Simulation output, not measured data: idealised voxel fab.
The document below concerns the process module designated voxel released beams.
Xsec cut, 165 nm wide, square cell size 5 nm.
If you're reading a cross-section in this doc, picture square cells in a grid; it comes to you as bands, top ones listed first down to the bottom, and a band can be one or more rows of cells.
It is stipulated that each band's entry specify, in nanometres, the height of the top of the band and then that of its bottom, followed by the materials of the band in left-to-right sequence, each together with its width in nanometres. A single material marked by the word "full width" is understood to fill the band from edge to edge; the word "air" is understood to denote empty space.
Height is counted from the level 0, under which the received wafer is composed throughout of one material. The lowest of the bands is not closed at the bottom but continues downward, in the notation "0..down".
With a width like "30->40", each row of cells in the band differs from the next by the same amount, the top row carrying the first number and the bottom row the second.
For the purposes of this document, the phrase "nothing was modified" attached to a step denotes that no cell within the cross-section was modified by that step.
Look at "Fully closed voids" for the closed voids: empty spaces with no open path to the top, sized 8 cells or up. Each is width x height at distance, distance from the left edge, all nm.
Past the settings on a step's line: simulator remark, on that step.
Among the settings permitted on a step's line is "overlay nm"; applied to a step with a mask, it specifies the extent to which the mask lay to the right of its planned position, whereas a negative figure signifies a position to the left.

Here's what the planned process steps look like
1,RECEIVE, material Si
2,CONFORMAL_DEP, material SiN, thk nm 10
3,DIRECTIONAL_DEP, material SiO2, thk nm 20
4,PATTERN, tone open, mask id ANCHOR, material resist, width nm 30, thk nm 20, overlay nm 0
5,DIRECTIONAL_ETCH, etch materials SiO2, depth nm 20
6,STRIP, etch materials resist
7,CONFORMAL_DEP, material TiN, thk nm 10
8,MASKED_ETCH, tone cover, mask id BEAM, width nm 115, etch materials TiN, depth nm 10, overlay nm 0
9,STRIP, etch materials SiO2

Cross-section of the wafer upon arrival, representing the state reached after step 1
- 0..down = Si full width
- Fully closed voids: none

Cross-section: first of two wafers, module finished, run according to plan
- 40..30 = 20 of air; 15 of TiN; 10 of air; 90 of TiN; 30 of air
- 30..20 = 25 of air; 10 of TiN; 10 of air; 10 of TiN; 110 of air
- 20..10 = 25 of air; 30 of TiN; 110 of air
- 10..0 = SiN full width
- 0..down = Si full width
- Fully closed voids: none

Cross-sectional view: second of two wafers, end of module; start and plan identical to the first, one mistake in running
- 30..10 = 25 of SiO2; 30 of air; 110 of SiO2
- 10..0 = SiN full width
- 0..down = Si full width
- Fully closed voids: none
Misprocessing identified: step 9 did not happen as planned, as run it was STRIP, etch materials TiN
Counted in cells at the end, the second wafer holds more or fewer of these materials than the first: 108 more of SiO2; 62 fewer of TiN
